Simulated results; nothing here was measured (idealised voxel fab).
Process module name: voxel capacitor over wiring
Xsec cut, 270 nm wide, square cell size 5 nm.
Cross-section layout: square cells on a grid; listed as bands, top to bottom; a band spans one or more cell rows. Each band's line starts with the height of the band's top and of its bottom, in nm. Then come its materials from left to right, each with its width in nm. One material with "all across" fills the band from edge to edge. "air" is empty space. Beneath 0, the wafer as received is one material, and that level is where height counting begins. The lowest band goes on downward without a bottom; it is written like "0 and below". Top row gets the first number, bottom row gets the second, and each row in between changes by the same step: that is how a band width like "30->40" works. Given "changes: none" for a step, no cell of the cross-section differs between before and after that step. Basically, "Closed-off voids" tells you about the enclosed voids: empty spaces with no open way to the top, 8 cells or bigger, each written width x height at distance, where distance is from the left edge, all in nm. If you see something after the settings on a step's line, that's the simulator's own remark about that step. Each step line may optionally specify "overlay nm", which for a step with a mask gives the rightward distance between the mask's planned place and where it lay, a negative value indicating the leftward direction.

### So here's the lineup of process steps we planned
1 RECEIVE: material Si
2 CONFORMAL_DEP: material SiO2, thk nm 15
3 CONFORMAL_DEP: material SiN, thk nm 5
4 DIRECTIONAL_DEP: material SiO2, thk nm 20
5 DIRECTIONAL_DEP: material aC, thk nm 15
6 PATTERN: tone open, mask id METAL_1, material resist, width nm 30, pitch nm 80, thk nm 35, overlay nm 0
7 DIRECTIONAL_ETCH: etch materials aC, depth nm 15
8 STRIP: etch materials resist
9 DIRECTIONAL_ETCH: etch materials SiO2, depth nm 20
10 DIRECTIONAL_ETCH: etch materials SiN, depth nm 5
11 STRIP: etch materials aC
12 CONFORMAL_DEP: material TiN, thk nm 5
13 FILL_DEP: material Cu, thk nm 5
14 CMP: height nm 40
15 CONFORMAL_DEP: material SiCN, thk nm 5
16 DIRECTIONAL_DEP: material lowk, thk nm 20
17 MASKED_ETCH: tone open, mask id PLUG_1, width nm 15, etch materials lowk, depth nm 20, overlay nm 0
18 MASKED_ETCH: tone open, mask id PLUG_1, width nm 15, etch materials SiCN, depth nm 5, overlay nm 0
19 CONFORMAL_DEP: material TiN, thk nm 5
20 FILL_DEP: material Cu, thk nm 5
21 CMP: height nm 65
22 DIRECTIONAL_DEP: material TiN, thk nm 10
23 DIRECTIONAL_DEP: material HfO2, thk nm 5
24 DIRECTIONAL_DEP: material TiN, thk nm 5
25 PATTERN: tone cover, mask id UPPER_PLATE, material resist, width nm 55, thk nm 15, overlay nm 0
26 DIRECTIONAL_ETCH: etch materials TiN, depth nm 5
27 DIRECTIONAL_ETCH: etch materials HfO2, depth nm 5
28 STRIP: etch materials resist
29 DIRECTIONAL_DEP: material aC, thk nm 10
30 PATTERN: tone cover, mask id LOWER_PLATE, material resist, width nm 65, thk nm 25, overlay nm 0
31 DIRECTIONAL_ETCH: etch materials aC, depth nm 10
32 STRIP: etch materials resist
33 DIRECTIONAL_ETCH: etch materials TiN, depth nm 10
34 STRIP: etch materials aC
35 FILL_DEP: material SiO2, thk nm 15
36 CMP: height nm 95
37 DIRECTIONAL_DEP: material aC, thk nm 10
38 PATTERN: tone open, mask id PLUG_2, material resist, width nm 15, thk nm 30, overlay nm 0
39 DIRECTIONAL_ETCH: etch materials aC, depth nm 10
40 STRIP: etch materials resist
41 DIRECTIONAL_ETCH: etch materials SiO2, depth nm 10
42 STRIP: etch materials aC
43 CONFORMAL_DEP: material TiN, thk nm 5
44 FILL_DEP: material Ru, thk nm 5
45 CMP: height nm 95
46 CONFORMAL_DEP: material SiN, thk nm 5

### Cross-section of the wafer as it came to us, i.e., already through step 1
> 0 and below = Si all across
> Closed-off voids: none

### One mistake in running the module, otherwise start and plan as above: cross-section at the end
> 100 down to 95 = SiN all across
> 95 down to 90 = SiO2=105 / TiN=5 / Ru=5 / TiN=5 / SiO2=150
> 90 down to 80 = SiO2=105->95 / TiN=15->55 / SiO2=150->120
> 80 down to 75 = SiO2=95 / HfO2=55 / SiO2=120
> 75 down to 65 = SiO2=90 / TiN=65 / SiO2=115
> 65 down to 50 = Cu=90 / TiN=5 / lowk=15 / TiN=5 / Cu=155
> 50 down to 45 = TiN=95 / lowk=15 / TiN=160
> 45 down to 40 = SiCN all across
> 40 down to 20 = SiO2=80 / TiN=5 / Cu=20 / TiN=5 / SiO2=50 / TiN=5 / Cu=20 / TiN=5 / SiO2=80
> 20 down to 15 = SiN=80 / TiN=30 / SiN=50 / TiN=30 / SiN=80
> 15 down to 0 = SiO2 all across
> 0 and below = Si all across
> Closed-off voids: none
Heads up, the wafer didn't run the way we planned it: for step 17, the planned setting was not used; the step was instead run as MASKED_ETCH: tone cover, mask id PLUG_1, width nm 15, etch materials lowk, depth nm 20, overlay nm 0
